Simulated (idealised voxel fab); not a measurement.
This is a process module. Its name is voxel capacitor over wiring.
In the cross-section labelled cut, the width is 155 nm and each square cell is 5 nm.
Just so we're on the same page, the cross-sections are grids of square cells, and they're listed out in bands top to bottom, each band one or more rows deep. What a band's entry tells you: where the top is and where the bottom is, as heights in nm, and after that what lies inside, material by material from left to right, each with its width in nm. Empty space is written as the word "air", and a single material marked with the word "throughout" occupies the band from edge to edge. Convention: height 0 is the level below which the wafer, as received, is all one material. The lowest band does not terminate at the bottom but continues downward, represented as "0 and below". Width "30 to 40": first value at the band's top row of cells, second value at its bottom row, equal change from row to row. It should be understood that the words "no modification", when stated for a given step, signify that the cross-section underwent no change in any of its cells during that step. Look at "Sealed internal voids" for the closed voids: empty spaces with no open path to the top, sized 8 cells or up. Each is width x height at distance, distance from the left edge, all nm. after a step's settings: what the simulator itself notes on the step. Each step line may optionally specify "overlay nm", which for a step with a mask gives the rightward distance between the mask's planned place and where it lay, a negative value indicating the leftward direction.

[Process steps - plan]
1. RECEIVE [material Si]
2. CONFORMAL_DEP [material SiO2] [thk nm 10]
3. CONFORMAL_DEP [material SiCN] [thk nm 5]
4. DIRECTIONAL_DEP [material SiO2] [thk nm 15]
5. DIRECTIONAL_DEP [material aC] [thk nm 15]
6. PATTERN [tone open] [mask id METAL_1] [material resist] [width nm 20] [pitch nm 80] [thk nm 35] [overlay nm 0]
7. DIRECTIONAL_ETCH [etch materials aC] [depth nm 15]
8. STRIP [etch materials resist]
9. DIRECTIONAL_ETCH [etch materials SiO2] [depth nm 15]
10. DIRECTIONAL_ETCH [etch materials SiCN] [depth nm 5]
11. STRIP [etch materials aC]
12. CONFORMAL_DEP [material TiN] [thk nm 5]
13. FILL_DEP [material Ru] [thk nm 5]
14. CMP [height nm 30]
15. EPI [material Ru] [thk nm 5]
16. FILL_DEP [material SiCN] [thk nm 5]
17. DIRECTIONAL_DEP [material lowk] [thk nm 10]
18. MASKED_ETCH [tone open] [mask id PLUG_1] [width nm 15] [etch materials lowk] [depth nm 10] [overlay nm 0]
19. MASKED_ETCH [tone open] [mask id PLUG_1] [width nm 15] [etch materials SiCN] [depth nm 5] [overlay nm 0]
20. CONFORMAL_DEP [material TiN] [thk nm 5]
21. FILL_DEP [material W] [thk nm 5]
22. CMP [height nm 50]
23. DIRECTIONAL_DEP [material TiN] [thk nm 5]
24. DIRECTIONAL_DEP [material HfO2] [thk nm 5]
25. DIRECTIONAL_DEP [material TiN] [thk nm 10]
26. DIRECTIONAL_DEP [material aC] [thk nm 15]
27. PATTERN [tone cover] [mask id UPPER_PLATE] [material resist] [width nm 65] [thk nm 30] [overlay nm 0]
28. DIRECTIONAL_ETCH [etch materials aC] [depth nm 15]
29. STRIP [etch materials resist]
30. DIRECTIONAL_ETCH [etch materials TiN] [depth nm 10]
31. DIRECTIONAL_ETCH [etch materials HfO2] [depth nm 5]
32. STRIP [etch materials aC]
33. MASKED_ETCH [tone cover] [mask id LOWER_PLATE] [width nm 75] [etch materials TiN] [depth nm 5] [overlay nm 0]
34. FILL_DEP [material SiO2] [thk nm 20]
35. CMP [height nm 85]
36. DIRECTIONAL_DEP [material aC] [thk nm 15]
37. PATTERN [tone open] [mask id PLUG_2] [material resist] [width nm 15] [thk nm 30] [overlay nm 0]
38. DIRECTIONAL_ETCH [etch materials aC] [depth nm 15]
39. STRIP [etch materials resist]
40. DIRECTIONAL_ETCH [etch materials SiO2] [depth nm 15]
41. STRIP [etch materials aC]
42. CONFORMAL_DEP [material TiN] [thk nm 5]
43. FILL_DEP [material Cu] [thk nm 10]
44. CMP [height nm 85]
45. CONFORMAL_DEP [material SiN] [thk nm 5]

[First wafer out of two, processed as planned]

[Cross-section of the incoming wafer, state after step 1]
  0 and below  Si throughout
  Sealed internal voids: none

[Cross-sectional representation of the wafer at the conclusion of step 2]
  10 down to 0  SiO2 throughout
  Whatever lies below 0 is exactly as it was before.

[Cross-sectional representation of the wafer at the conclusion of step 3]
  15 down to 10  SiCN throughout
  Whatever lies below 10 is exactly as it was before.

[Cross-sectional representation of the wafer at the conclusion of step 4]
  30 down to 15  SiO2 throughout
  Whatever lies below 15 is exactly as it was before.

[Cross-sectional representation of the wafer at the conclusion of step 5]
  45 down to 30  aC throughout
  Whatever lies below 30 is exactly as it was before.

[Cross-sectional representation of the wafer at the conclusion of step 6]
  80 down to 45  25 resist, 20 air, 60 resist, 20 air, 30 resist
  Whatever lies below 45 is exactly as it was before.

[Cross-sectional representation of the wafer at the conclusion of step 7]
  65 down to 45  25 resist, 20 air, 60 resist, 20 air, 30 resist
  45 down to 30  25 aC, 20 air, 60 aC, 20 air, 30 aC
  Whatever lies below 30 is exactly as it was before.

[Cross-sectional representation of the wafer at the conclusion of step 8]
  45 down to 30  25 aC, 20 air, 60 aC, 20 air, 30 aC
  Whatever lies below 30 is exactly as it was before.

[Cross-sectional representation of the wafer at the conclusion of step 9]
  45 down to 30  25 aC, 20 air, 60 aC, 20 air, 30 aC
  30 down to 15  25 SiO2, 20 air, 60 SiO2, 20 air, 30 SiO2
  Whatever lies below 15 is exactly as it was before.

[Cross-sectional representation of the wafer at the conclusion of step 10]
  45 down to 30  25 aC, 20 air, 60 aC, 20 air, 30 aC
  30 down to 15  25 SiO2, 20 air, 60 SiO2, 20 air, 30 SiO2
  15 down to 10  25 SiCN, 20 air, 60 SiCN, 20 air, 30 SiCN
  Whatever lies below 10 is exactly as it was before.

[Cross-sectional representation of the wafer at the conclusion of step 11]
  30 down to 15  25 SiO2, 20 air, 60 SiO2, 20 air, 30 SiO2
  Whatever lies below 15 is exactly as it was before.

[Cross-sectional representation of the wafer at the conclusion of step 12]
  35 down to 30  30 TiN, 10 air, 70 TiN, 10 air, 35 TiN
  30 down to 15  25 SiO2, 5 TiN, 10 air, 5 TiN, 60 SiO2, 5 TiN, 10 air, 5 TiN, 30 SiO2
  15 down to 10  25 SiCN, 20 TiN, 60 SiCN, 20 TiN, 30 SiCN
  Whatever lies below 10 is exactly as it was before.

[Cross-sectional representation of the wafer at the conclusion of step 13]
  40 down to 35  Ru throughout
  35 down to 30  30 TiN, 10 Ru, 70 TiN, 10 Ru, 35 TiN
  30 down to 15  25 SiO2, 5 TiN, 10 Ru, 5 TiN, 60 SiO2, 5 TiN, 10 Ru, 5 TiN, 30 SiO2
  Whatever lies below 15 is exactly as it was before.

[Cross-sectional representation of the wafer at the conclusion of step 14]
  30 down to 15  25 SiO2, 5 TiN, 10 Ru, 5 TiN, 60 SiO2, 5 TiN, 10 Ru, 5 TiN, 30 SiO2
  Whatever lies below 15 is exactly as it was before.

[Cross-sectional representation of the wafer at the conclusion of step 15]
  35 down to 30  20 air, 30 Ru, 50 air, 30 Ru, 25 air
  Whatever lies below 30 is exactly as it was before.

[Cross-sectional representation of the wafer at the conclusion of step 16]
  40 down to 35  SiCN throughout
  35 down to 30  20 SiCN, 30 Ru, 50 SiCN, 30 Ru, 25 SiCN
  Whatever lies below 30 is exactly as it was before.

[Cross-sectional representation of the wafer at the conclusion of step 17]
  50 down to 40  lowk throughout
  Whatever lies below 40 is exactly as it was before.

[Cross-sectional representation of the wafer at the conclusion of step 18]
  50 down to 40  30 lowk, 15 air, 110 lowk
  Whatever lies below 40 is exactly as it was before.

[Cross-sectional representation of the wafer at the conclusion of step 19]
  50 down to 40  30 lowk, 15 air, 110 lowk
  40 down to 35  30 SiCN, 15 air, 110 SiCN
  Whatever lies below 35 is exactly as it was before.

[Cross-sectional representation of the wafer at the conclusion of step 20]
  55 down to 50  35 TiN, 5 air, 115 TiN
  50 down to 40  30 lowk, 5 TiN, 5 air, 5 TiN, 110 lowk
  40 down to 35  30 SiCN, 15 TiN, 110 SiCN
  Whatever lies below 35 is exactly as it was before.

[Cross-sectional representation of the wafer at the conclusion of step 21]
  60 down to 55  W throughout
  55 down to 50  35 TiN, 5 W, 115 TiN
  50 down to 40  30 lowk, 5 TiN, 5 W, 5 TiN, 110 lowk
  Whatever lies below 40 is exactly as it was before.

[Cross-sectional representation of the wafer at the conclusion of step 22]
  50 down to 40  30 lowk, 5 TiN, 5 W, 5 TiN, 110 lowk
  Whatever lies below 40 is exactly as it was before.

[Cross-sectional representation of the wafer at the conclusion of step 23]
  55 down to 50  TiN throughout
  Whatever lies below 50 is exactly as it was before.

[Cross-sectional representation of the wafer at the conclusion of step 24]
  60 down to 55  HfO2 throughout
  Whatever lies below 55 is exactly as it was before.

[Cross-sectional representation of the wafer at the conclusion of step 25]
  70 down to 60  TiN throughout
  Whatever lies below 60 is exactly as it was before.

[Cross-sectional representation of the wafer at the conclusion of step 26]
  85 down to 70  aC throughout
  Whatever lies below 70 is exactly as it was before.

[Cross-sectional representation of the wafer at the conclusion of step 27]
  115 down to 85  30 air, 65 resist, 60 air
  Whatever lies below 85 is exactly as it was before.

[Cross-sectional representation of the wafer at the conclusion of step 28]
  100 down to 85  30 air, 65 resist, 60 air
  85 down to 70  30 air, 65 aC, 60 air
  Whatever lies below 70 is exactly as it was before.

[Cross-sectional representation of the wafer at the conclusion of step 29]
  85 down to 70  30 air, 65 aC, 60 air
  Whatever lies below 70 is exactly as it was before.

[Cross-sectional representation of the wafer at the conclusion of step 30]
  85 down to 70  30 air, 65 aC, 60 air
  70 down to 60  30 air, 65 TiN, 60 air
  Whatever lies below 60 is exactly as it was before.

[Cross-sectional representation of the wafer at the conclusion of step 31]
  85 down to 70  30 air, 65 aC, 60 air
  70 down to 60  30 air, 65 TiN, 60 air
  60 down to 55  30 air, 65 HfO2, 60 air
  Whatever lies below 55 is exactly as it was before.

[Cross-sectional representation of the wafer at the conclusion of step 32]
  70 down to 60  30 air, 65 TiN, 60 air
  Whatever lies below 60 is exactly as it was before.

[Cross-sectional representation of the wafer at the conclusion of step 33]
  70 down to 60  30 air, 65 TiN, 60 air
  60 down to 55  30 air, 65 HfO2, 60 air
  55 down to 50  25 air, 75 TiN, 55 air
  Whatever lies below 50 is exactly as it was before.

[Cross-sectional representation of the wafer at the conclusion of step 34]
  90 down to 70  SiO2 throughout
  70 down to 60  30 SiO2, 65 TiN, 60 SiO2
  60 down to 55  30 SiO2, 65 HfO2, 60 SiO2
  55 down to 50  25 SiO2, 75 TiN, 55 SiO2
  Whatever lies below 50 is exactly as it was before.

[Cross-sectional representation of the wafer at the conclusion of step 35]
  85 down to 70  SiO2 throughout
  Whatever lies below 70 is exactly as it was before.

[Cross-sectional representation of the wafer at the conclusion of step 36]
  100 down to 85  aC throughout
  Whatever lies below 85 is exactly as it was before.

[Cross-sectional representation of the wafer at the conclusion of step 37]
  130 down to 100  40 resist, 15 air, 100 resist
  Whatever lies below 100 is exactly as it was before.

[Cross-sectional representation of the wafer at the conclusion of step 38]
  115 down to 100  40 resist, 15 air, 100 resist
  100 down to 85  40 aC, 15 air, 100 aC
  Whatever lies below 85 is exactly as it was before.

[Cross-sectional representation of the wafer at the conclusion of step 39]
  100 down to 85  40 aC, 15 air, 100 aC
  Whatever lies below 85 is exactly as it was before.

[Cross-sectional representation of the wafer at the conclusion of step 40]
  100 down to 85  40 aC, 15 air, 100 aC
  85 down to 70  40 SiO2, 15 air, 100 SiO2
  Whatever lies below 70 is exactly as it was before.

[Cross-sectional representation of the wafer at the conclusion of step 41]
  85 down to 70  40 SiO2, 15 air, 100 SiO2
  Whatever lies below 70 is exactly as it was before.

[Cross-sectional representation of the wafer at the conclusion of step 42]
  90 down to 85  45 TiN, 5 air, 105 TiN
  85 down to 75  40 SiO2, 5 TiN, 5 air, 5 TiN, 100 SiO2
  75 down to 70  40 SiO2, 15 TiN, 100 SiO2
  Whatever lies below 70 is exactly as it was before.

[Cross-sectional representation of the wafer at the conclusion of step 43]
  100 down to 90  Cu throughout
  90 down to 85  45 TiN, 5 Cu, 105 TiN
  85 down to 75  40 SiO2, 5 TiN, 5 Cu, 5 TiN, 100 SiO2
  Whatever lies below 75 is exactly as it was before.

[Cross-sectional representation of the wafer at the conclusion of step 44]
  85 down to 75  40 SiO2, 5 TiN, 5 Cu, 5 TiN, 100 SiO2
  Whatever lies below 75 is exactly as it was before.

[Cross-sectional representation of the wafer at the conclusion of step 45]
  90 down to 85  SiN throughout
  Whatever lies below 85 is exactly as it was before.

[What follows concerns the second wafer, which started out like the first and was meant to follow the very same plan; one mistake crept in when it was run, but everything up to and including step 32 is the same as for the first wafer]

[X-section, second wafer, when step 33 was due to finish]
  65 down to 60  30 air, 65 TiN, 60 air
  60 down to 55  30 air, 65 HfO2, 60 air
  55 down to 50  25 TiN, 5 air, 65 TiN, 5 air, 55 TiN
  Whatever lies below 50 is exactly as it was before.

[X-section, second wafer, when step 34 was due to finish]
  85 down to 65  SiO2 throughout
  65 down to 60  30 SiO2, 65 TiN, 60 SiO2
  60 down to 55  30 SiO2, 65 HfO2, 60 SiO2
  55 down to 50  25 TiN, 5 SiO2, 65 TiN, 5 SiO2, 55 TiN
  Whatever lies below 50 is exactly as it was before.

X-section, second wafer, when step 35 was due to finish: no modification

[X-section, second wafer, when step 36 was due to finish]
  100 down to 85  aC throughout
  Whatever lies below 85 is exactly as it was before.

[X-section, second wafer, when step 37 was due to finish]
  130 down to 100  40 resist, 15 air, 100 resist
  Whatever lies below 100 is exactly as it was before.

[X-section, second wafer, when step 38 was due to finish]
  115 down to 100  40 resist, 15 air, 100 resist
  100 down to 85  40 aC, 15 air, 100 aC
  Whatever lies below 85 is exactly as it was before.

[X-section, second wafer, when step 39 was due to finish]
  100 down to 85  40 aC, 15 air, 100 aC
  Whatever lies below 85 is exactly as it was before.

[X-section, second wafer, when step 40 was due to finish]
  100 down to 85  40 aC, 15 air, 100 aC
  85 down to 70  40 SiO2, 15 air, 100 SiO2
  Whatever lies below 70 is exactly as it was before.

[X-section, second wafer, when step 41 was due to finish]
  85 down to 70  40 SiO2, 15 air, 100 SiO2
  Whatever lies below 70 is exactly as it was before.

[X-section, second wafer, when step 42 was due to finish]
  90 down to 85  45 TiN, 5 air, 105 TiN
  85 down to 75  40 SiO2, 5 TiN, 5 air, 5 TiN, 100 SiO2
  75 down to 70  40 SiO2, 15 TiN, 100 SiO2
  Whatever lies below 70 is exactly as it was before.

[X-section, second wafer, when step 43 was due to finish]
  100 down to 90  Cu throughout
  90 down to 85  45 TiN, 5 Cu, 105 TiN
  85 down to 75  40 SiO2, 5 TiN, 5 Cu, 5 TiN, 100 SiO2
  Whatever lies below 75 is exactly as it was before.

[X-section, second wafer, when step 44 was due to finish]
  85 down to 75  40 SiO2, 5 TiN, 5 Cu, 5 TiN, 100 SiO2
  Whatever lies below 75 is exactly as it was before.

[X-section, second wafer, when step 45 was due to finish]
  90 down to 85  SiN throughout
  Whatever lies below 85 is exactly as it was before.
Error vs. plan: step 33 ran as: MASKED_ETCH [tone open] [mask id LOWER_PLATE] [width nm 75] [etch materials TiN] [depth nm 5] [overlay nm 0]
FYI, end of process, the second wafer has more or fewer cells of some materials than the first: SiO2 -1 | TiN +1
